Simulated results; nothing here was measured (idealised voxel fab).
Title: Process Module voxel plated lines
The width of the displayed cross-section, cut, is 270 nm; its cells are square, with a size of 5 nm.
In this document a cross-section is written as a grid of square cells. It is given as a series of bands, listed from the top down, and a band is one or more rows of cells.
This entry defines a band. It first specifies the height of the band's top and the height of its bottom in nm, and then specifies the band's materials from left to right, stating each material with its width in nm. The word "throughout" identifies a single material that fills the band from edge to edge, while the word "blank" identifies empty space.
We count height from 0. Below that, the starting wafer is all one material. The lowest band never ends at the bottom but goes on down; see "0 down" for how that is written.
A width given as "30..40" starts at the first number in the band's top row and ends at the second number in its bottom row, shifting by an equal amount at every step from row to row.
Step note "no alteration" = no cross-section cell changed.
Basically, "Cavities, closed" tells you about the enclosed voids: empty spaces with no open way to the top, 8 cells or bigger, each written width x height at distance, where distance is from the left edge, all in nm.
The remark found on a step's line after its settings is issued by the simulator itself and pertains to that step.
Steps that use a mask can have "overlay nm" on their line. It says how far the mask sat to the right of where it was meant to be. Negative means to the left.

### So here's the lineup of process steps we planned
1,RECEIVE with material Si
2,CONFORMAL_DEP with material SiO2, thk nm 15
3,DIRECTIONAL_DEP with material TiN, thk nm 5
4,PATTERN with tone open, mask id LINES, material resist, width nm 15, pitch nm 40, thk nm 25, overlay nm 0
5,EPI with material Ru, thk nm 5
6,EPI with material Ru, thk nm 10
7,STRIP with etch materials resist
8,DIRECTIONAL_ETCH with etch materials TiN, depth nm 5
9,CONFORMAL_DEP with material SiCN, thk nm 5
Quick note for whoever runs this: the wafers start identical, but the width nm at step 4 isn't the same across them. The plan just shows what the first wafer had.

### After step 1, as received: first of several wafers, cross-section
	0 down = Si throughout
	Cavities, closed: none

### Where each wafer stands at the end of the module, a row apiece: cells of each material gained (+) or lost (-) since it was received, then closed voids
width nm 15; +36 Ru; +86 SiCN; +162 SiO2; +12 TiN; Cavities, closed: none
width nm 20; +48 Ru; +86 SiCN; +162 SiO2; +16 TiN; Cavities, closed: none
width nm 25; +60 Ru; +86 SiCN; +162 SiO2; +20 TiN; Cavities, closed: none
